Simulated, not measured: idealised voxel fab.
process module | voxel ribs on slabs
cross-section cut | 190 nm wide | cells 5 nm
A cross-section is a grid of square cells, given in bands from the top down. A band is one or more rows of cells.
Each band's line starts with the height of the band's top and of its bottom, in nm. Then come its materials from left to right, each with its width in nm. One material with "throughout" fills the band from edge to edge. "air" is empty space.
Height 0 is the level under which the wafer as received is all one material. The lowest band goes on downwards, as in "0 down".
A width such as "30 to 40" changes by the same amount from each row of cells to the next, from the band's top row to its bottom row.
"no change" after a step means that no cell of the cross-section changed.
closed voids: empty space of 8 cells or more with no open way to the top, each as width x height at its distance from the left edge, in nm
after a step's settings: what the simulator itself notes on the step
overlay nm, on a step with a mask: how far to the right of its planned place the mask lay; to the left if negative
plan
1 op RECEIVE | material Si
2 op DIRECTIONAL_DEP | material SiO2 | thk nm 25
3 op DIRECTIONAL_DEP | material polySi | thk nm 15
4 op DIRECTIONAL_DEP | material aC | thk nm 15
5 op PATTERN | tone cover | mask id RIB | material resist | width nm 30 | thk nm 30 | overlay nm 0
6 op DIRECTIONAL_ETCH | etch materials aC | depth nm 15
7 op STRIP | etch materials resist
8 op DIRECTIONAL_ETCH | etch materials polySi | depth nm 10
9 op STRIP | etch materials aC
10 op DIRECTIONAL_DEP | material aC | thk nm 10
11 op PATTERN | tone cover | mask id SLAB | material resist | width nm 60 | thk nm 25 | overlay nm 0
12 op DIRECTIONAL_ETCH | etch materials aC | depth nm 10
13 op STRIP | etch materials resist
14 op DIRECTIONAL_ETCH | etch materials polySi | depth nm 5
15 op STRIP | etch materials aC
16 op FILL_DEP | material SiO2 | thk nm 15
17 op CMP | height nm 50
18 op DIRECTIONAL_DEP | material TiN | thk nm 5
19 op DIRECTIONAL_DEP | material aC | thk nm 10
20 op PATTERN | tone cover | mask id HEATER | material resist | width nm 40 | thk nm 30 | overlay nm 0
21 op DIRECTIONAL_ETCH | etch materials aC | depth nm 10
22 op STRIP | etch materials resist
23 op DIRECTIONAL_ETCH | etch materials TiN | depth nm 5
24 op STRIP | etch materials aC
25 op CONFORMAL_DEP | material SiO2 | thk nm 5
as received, after step 1
  0 down: Si throughout
  closed voids: none
first wafer at the end, as planned
  60 to 55: air 70 | SiO2 50 | air 70
  55 to 50: SiO2 75 | TiN 40 | SiO2 75
  50 to 40: SiO2 throughout
  40 to 30: SiO2 80 | polySi 30 | SiO2 80
  30 to 25: SiO2 65 | polySi 60 | SiO2 65
  25 to 0: SiO2 throughout
  0 down: Si throughout
  closed voids: none
second wafer at the end: like start, like plan, one mistake
  60 to 55: air 75 | SiO2 40 | air 75
  55 to 50: SiO2 80 | TiN 30 | SiO2 80
  50 to 40: SiO2 throughout
  40 to 30: SiO2 80 | polySi 30 | SiO2 80
  30 to 25: SiO2 65 | polySi 60 | SiO2 65
  25 to 0: SiO2 throughout
  0 down: Si throughout
  closed voids: none
what went wrong: step 20 ran as: op PATTERN | tone cover | mask id HEATER | material resist | width nm 30 | thk nm 30 | overlay nm 0
at the end the second wafer has, in cells: 2 fewer of TiN
